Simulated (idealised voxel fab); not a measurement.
Process module name: voxel spacer lines
Section shown: cut. Width: 240 nm. Cell size: 5 nm, square.
Throughout this document, each cross-section is represented as a grid of square cells and is presented as a sequence of bands enumerated from the top downward, where a band comprises one or more rows of cells. This entry defines a band. It first specifies the height of the band's top and the height of its bottom in nm, and then specifies the band's materials from left to right, stating each material with its width in nm. The word "all across" identifies a single material that fills the band from edge to edge, while the word "empty" identifies empty space. Below 0: as-received wafer, all one material; heights counted from there. Lowest band: no bottom, goes on down, written "z 0 and below". So if you see something like "30->40" for the width, read it as the top row of the band sitting at the first number and the bottom row at the second, with every row in between moving by the same amount as the last. When a step is marked "nothing was modified", none of the cells in the cross-section changed during that step. The entry "Closed void entries" lists the empty spaces that cover at least 8 cells and have no open path to the top. Each is written as width x height at distance, where the distance is measured from the left edge and all three values are in nm. Heads up: the bit after the settings on a step's line is the simulator's remark on that step. The optional step-line setting "overlay nm" applies to steps with a mask and quantifies how far to the right of its planned location the mask lay, a negative value indicating leftward placement.

### These are the steps we planned for the process
1: op RECEIVE | material Si
2: op CONFORMAL_DEP | material Al2O3 | thk nm 10
3: op DIRECTIONAL_DEP | material polySi | thk nm 20
4: op DIRECTIONAL_DEP | material aC | thk nm 30
5: op PATTERN | tone cover | mask id MANDREL | material resist | width nm 20 | pitch nm 60 | thk nm 40 | overlay nm 0
6: op DIRECTIONAL_ETCH | etch materials aC | depth nm 30
7: op STRIP | etch materials resist
8: op CONFORMAL_DEP | material SiO2 | thk nm 10
9: op DIRECTIONAL_ETCH | etch materials SiO2 | depth nm 10
10: op STRIP | etch materials aC
11: op DIRECTIONAL_ETCH | etch materials polySi | depth nm 20
12: op STRIP | etch materials SiO2

### So this is the incoming wafer in cross-section - it's already been through step 1
  z 0 and below | Si all across
  Closed void entries: none

### Look at the cross-section after the module: the wafer started out the way shown above and the plan was the one shown above, yet one mistake was made along the way
  z 35 to 15 | 40 nm empty  10 nm polySi  20 nm empty  10 nm polySi  20 nm empty  10 nm polySi  20 nm empty  10 nm polySi  20 nm empty  10 nm polySi  20 nm empty  10 nm polySi  40 nm empty
  z 15 to 0 | Al2O3 all across
  z 0 and below | Si all across
  Closed void entries: none
Heads up, the wafer didn't run the way we planned it: step 2 was not run as planned; what actually ran was op CONFORMAL_DEP | material Al2O3 | thk nm 15
